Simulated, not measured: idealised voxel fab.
Module name: voxel wiring stack (process module)
Section shown: cut. Width: 190 nm. Cell size: 5 nm, square.
In this document a cross-section is written as a grid of square cells. It is given as a series of bands, listed from the top down, and a band is one or more rows of cells.
Heads up on the band format: heights come first, top then bottom, in nm. After that it's the materials left to right, each with its width in nm. A single material flagged "throughout" fills the whole band edge to edge, and "empty" means there's empty space there.
All heights in this document are referenced to 0, defined as the level beneath which the wafer, as received, consists entirely of one material. The lowest band is not bounded below; it extends indefinitely downward and is written in the form "0 nm and below".
A width given as "30..40" starts at the first number in the band's top row and ends at the second number in its bottom row, shifting by an equal amount at every step from row to row.
"left unchanged" for a step: no cell of the cross-section changed in that step.
Entry "Sealed void list". Content: empty spaces with no open connection to the top, size 8 cells or greater. Each: width x height at distance. Distance: from left edge. Unit: nm.
On each step's line, the part that comes after the settings is the simulator's own comment on the step.
overlay nm: right-of-plan distance of the mask on a masked step; negative values mean left-of-plan.

-- The steps planned for the process are as follows
step 1: RECEIVE | material Si
step 2: CONFORMAL_DEP | material SiO2 | thk nm 15
step 3: CONFORMAL_DEP | material SiN | thk nm 5
step 4: DIRECTIONAL_DEP | material lowk | thk nm 20
step 5: PATTERN | tone open | mask id METAL_1 | material resist | width nm 25 | pitch nm 45 | thk nm 15 | overlay nm 0
step 6: DIRECTIONAL_ETCH | etch materials lowk | depth nm 20
step 7: DIRECTIONAL_ETCH | etch materials SiN | depth nm 5
step 8: STRIP | etch materials resist
step 9: CONFORMAL_DEP | material TiN | thk nm 5
step 10: FILL_DEP | material Cu | thk nm 10
step 11: CMP | height nm 40
step 12: CONFORMAL_DEP | material SiCN | thk nm 5
step 13: DIRECTIONAL_DEP | material lowk | thk nm 10
step 14: PATTERN | tone open | mask id PLUG_1 | material resist | width nm 15 | pitch nm 90 | thk nm 20 | overlay nm 0
step 15: DIRECTIONAL_ETCH | etch materials lowk | depth nm 10
step 16: DIRECTIONAL_ETCH | etch materials SiCN | depth nm 5
step 17: STRIP | etch materials resist
step 18: CONFORMAL_DEP | material TiN | thk nm 5
step 19: FILL_DEP | material W | thk nm 5
step 20: CMP | height nm 55
step 21: CONFORMAL_DEP | material SiN | thk nm 5
step 22: DIRECTIONAL_DEP | material lowk | thk nm 20
step 23: MASKED_ETCH | tone open | mask id METAL_2 | width nm 25 | pitch nm 45 | etch materials lowk | depth nm 20 | overlay nm 0
step 24: MASKED_ETCH | tone open | mask id METAL_2 | width nm 25 | pitch nm 45 | etch materials SiN | depth nm 5 | overlay nm 0
step 25: CONFORMAL_DEP | material TiN | thk nm 5
step 26: FILL_DEP | material Cu | thk nm 10
step 27: CMP | height nm 80
step 28: EPI | material Ru | thk nm 5
step 29: FILL_DEP | material SiCN | thk nm 5

-- Shown in cross-section is the wafer as received, that is, as it stands after step 1
0 nm and below: Si throughout
Sealed void list: none

-- Wafer cross-section at end of module: start and plan as shown above, one execution error
90 nm to 85 nm: SiCN throughout
85 nm to 80 nm: SiCN: 10; Ru: 35; SiCN: 10; Ru: 35; SiCN: 10; Ru: 35; SiCN: 10; Ru: 35; SiCN: 10
80 nm to 60 nm: lowk: 15; TiN: 5; Cu: 15; TiN: 5; lowk: 20; TiN: 5; Cu: 15; TiN: 5; lowk: 20; TiN: 5; Cu: 15; TiN: 5; lowk: 20; TiN: 5; Cu: 15; TiN: 5; lowk: 15
60 nm to 55 nm: SiN: 15; TiN: 25; SiN: 20; TiN: 25; SiN: 20; TiN: 25; SiN: 20; TiN: 25; SiN: 15
55 nm to 45 nm: lowk: 20; TiN: 5; W: 5; TiN: 5; lowk: 75; TiN: 5; W: 5; TiN: 5; lowk: 65
45 nm to 40 nm: SiCN: 20; TiN: 15; SiCN: 75; TiN: 15; SiCN: 65
40 nm to 20 nm: lowk: 15; TiN: 5; Cu: 15; TiN: 5; lowk: 20; TiN: 5; Cu: 15; TiN: 5; lowk: 20; TiN: 5; Cu: 15; TiN: 5; lowk: 20; TiN: 5; Cu: 15; TiN: 5; lowk: 15
20 nm to 15 nm: SiN: 15; TiN: 25; SiN: 20; TiN: 25; SiN: 20; TiN: 25; SiN: 20; TiN: 25; SiN: 15
15 nm to 0 nm: SiO2 throughout
0 nm and below: Si throughout
Sealed void list: none
Nonconformance to the process plan: step 14, actual vs plan mismatch, actual run PATTERN | tone open | mask id PLUG_1 | material resist | width nm 15 | pitch nm 90 | thk nm 20 | overlay nm 5
